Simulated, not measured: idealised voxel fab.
Process module in this document: voxel ribs on slabs
Cross-section cut: width 235 nm, square cells of 5 nm.
How to read a cross-section here: the picture is a grid of square cells, written as bands going from the top down, and any band can span one or more rows of cells. This entry defines a band. It first specifies the height of the band's top and the height of its bottom in nm, and then specifies the band's materials from left to right, stating each material with its width in nm. The word "everywhere" identifies a single material that fills the band from edge to edge, while the word "air" identifies empty space. Heads up on the height convention: 0 is the point under which the incoming wafer is all one material, and the lowest band has no bottom, it just keeps going down, like "top 0, no bottom". A width such as "30..40" changes by the same amount from each row of cells to the next, from the band's top row to its bottom row. Reading "nothing altered" for a step: not a cell of the cross-section changed in it. Each empty space that has no open way to the top and spans at least 8 cells appears under "Cavities, closed" as width x height at distance, the distance counted from the left edge, all in nm. Where a step's line continues beyond its settings, the continuation is a remark by the simulator itself on that step. "overlay nm" answers the question of how far to the right of plan the mask lay on a step that has a mask, and when it is negative the answer is to the left.
### Here's what the planned process steps look like
1. RECEIVE,material Si
2. DIRECTIONAL_DEP,material SiO2,thk nm 30
3. DIRECTIONAL_DEP,material polySi,thk nm 10
4. MASKED_ETCH,tone cover,mask id RIB,width nm 30,etch materials polySi,depth nm 10,overlay nm 0
5. PATTERN,tone cover,mask id SLAB,material resist,width nm 90,thk nm 15,overlay nm 0
6. DIRECTIONAL_ETCH,etch materials polySi,depth nm 5
7. STRIP,etch materials resist
8. FILL_DEP,material SiO2,thk nm 15
9. CMP,height nm 55
10. DIRECTIONAL_DEP,material TiN,thk nm 5
11. DIRECTIONAL_DEP,material aC,thk nm 10
12. PATTERN,tone cover,mask id HEATER,material resist,width nm 40,thk nm 25,overlay nm 0
13. DIRECTIONAL_ETCH,etch materials aC,depth nm 10
14. STRIP,etch materials resist
15. DIRECTIONAL_ETCH,etch materials TiN,depth nm 5
16. STRIP,etch materials aC
17. CONFORMAL_DEP,material SiN,thk nm 10
Heads up: all these wafers start the same, and what changes between them is the thk nm in step 3. The value you see in the plan is just what the first wafer got.
### Cut through the first of several wafers as received, post step 1
- top 0, no bottom | Si everywhere
- Cavities, closed: none
### Take a look at the first of several wafers in cross-section: the module is done, and step 17 was its last step
- top 70, bottom 65 | 85 nm air  60 nm SiN  90 nm air
- top 65, bottom 60 | SiN everywhere
- top 60, bottom 55 | 95 nm SiN  40 nm TiN  100 nm SiN
- top 55, bottom 40 | SiO2 everywhere
- top 40, bottom 30 | 100 nm SiO2  30 nm polySi  105 nm SiO2
- top 30, bottom 0 | SiO2 everywhere
- top 0, no bottom | Si everywhere
- Cavities, closed: none
### Cross-sectional view of the final wafer of several at the module's end
- top 70, bottom 65 | 85 nm air  60 nm SiN  90 nm air
- top 65, bottom 60 | SiN everywhere
- top 60, bottom 55 | 95 nm SiN  40 nm TiN  100 nm SiN
- top 55, bottom 45 | 100..70 nm SiO2  30..90 nm polySi  105..75 nm SiO2
- top 45, bottom 30 | polySi everywhere
- top 30, bottom 0 | SiO2 everywhere
- top 0, no bottom | Si everywhere
- Cavities, closed: none
### Each row below is a wafer at the end of the module, listing for every material the number of cells it has gained (+) or lost (-) since it was received, followed by its closed voids
thk nm 10, +98 SiN, +505 SiO2, +8 TiN, +12 polySi, Cavities, closed: none
thk nm 15, +98 SiN, +487 SiO2, +8 TiN, +30 polySi, Cavities, closed: none
thk nm 20, +98 SiN, +440 SiO2, +8 TiN, +77 polySi, Cavities, closed: none
thk nm 25, +98 SiN, +393 SiO2, +8 TiN, +124 polySi, Cavities, closed: none
thk nm 30, +98 SiN, +352 SiO2, +8 TiN, +165 polySi, Cavities, closed: none
